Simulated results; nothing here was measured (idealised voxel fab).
A process module follows: voxel quadruple lines.
Displayed cross-section: cut, width of 205 nm, square cells sized 5 nm.
Cross-section format: a grid of square cells, given as bands from top to bottom; each band is one or more rows of cells.
Top height, bottom height, nm. Materials left to right, width each, nm. Single material + "everywhere" = fills band edge to edge. "empty" = empty.
Height datum 0, below which the as-received substrate wafer is one material. Lowest band open at the bottom, running downward: "0..down".
A width given as "30 to 40" starts at the first number in the band's top row and ends at the second number in its bottom row, shifting by an equal amount at every step from row to row.
The designation "nothing altered", where it is given for a processing step, indicates that no cell of the cross-section was altered in the course of that step.
"Sealed void inventory" lists enclosed empty spaces (at least 8 cells, no open path upward to the top), each as width x height at distance from the left edge, in nm.
Heads up: the bit after the settings on a step's line is the simulator's remark on that step.
"overlay nm" denotes, for a step that has a mask, the displacement of the mask to the right of its planned place, with negative values corresponding to the left.

THIS SECTION LISTS THE PROCESS STEPS THAT WERE PLANNED
| 1 | RECEIVE: material Si |
| 2 | CONFORMAL_DEP: material SiO2, thk nm 5 |
| 3 | DIRECTIONAL_DEP: material Ru, thk nm 15 |
| 4 | DIRECTIONAL_DEP: material polySi, thk nm 15 |
| 5 | DIRECTIONAL_DEP: material aC, thk nm 20 |
| 6 | PATTERN: tone cover, mask id MANDREL, material resist, width nm 25, thk nm 25, overlay nm 0 |
| 7 | DIRECTIONAL_ETCH: etch materials aC, depth nm 20 |
| 8 | STRIP: etch materials resist |
| 9 | CONFORMAL_DEP: material SiO2, thk nm 15 |
| 10 | DIRECTIONAL_ETCH: etch materials SiO2, depth nm 15 |
| 11 | STRIP: etch materials aC |
| 12 | DIRECTIONAL_ETCH: etch materials polySi, depth nm 15 |
| 13 | STRIP: etch materials SiO2 |
| 14 | CONFORMAL_DEP: material SiCN, thk nm 5 |
| 15 | DIRECTIONAL_ETCH: etch materials SiCN, depth nm 5 |
| 16 | STRIP: etch materials polySi |
| 17 | DIRECTIONAL_ETCH: etch materials Ru, depth nm 15 |
| 18 | STRIP: etch materials SiCN |
| 19 | FILL_DEP: material lowk, thk nm 5 |
| 20 | CMP: height nm 20 |

CROSS-SECTIONAL VIEW OF THE WAFER IN ITS AS-RECEIVED CONDITION, CORRESPONDING TO THE STATE AFTER STEP 1
    0..down  Si everywhere
    Sealed void inventory: none

CROSS-SECTIONAL VIEW OF THE FIRST OF THE TWO WAFERS UPON COMPLETION OF THE MODULE, PROCESSED IN ACCORDANCE WITH THE PLAN
    20..5  lowk: 70  Ru: 5  lowk: 15  Ru: 5  lowk: 15  Ru: 5  lowk: 15  Ru: 5  lowk: 70
    5..0  SiO2 everywhere
    0..down  Si everywhere
    Sealed void inventory: none

HERE IS THE SECOND OF THE TWO WAFERS CUT OPEN AT THE END OF THE MODULE - SAME START, SAME PLAN AS THE FIRST ONE, BUT WE MADE ONE MISTAKE RUNNING IT
    20..15  lowk: 70  Ru: 5  lowk: 15  Ru: 5  lowk: 15  Ru: 5  lowk: 15  Ru: 5  lowk: 70
    15..0  SiO2 everywhere
    0..down  Si everywhere
    Sealed void inventory: none
The plan and the run diverged here: heads up, step 2 didn't go per plan, it actually ran as CONFORMAL_DEP: material SiO2, thk nm 15
FYI, end of process, the second wafer has more or fewer cells of some materials than the first: -8 Ru, +82 SiO2, -74 lowk
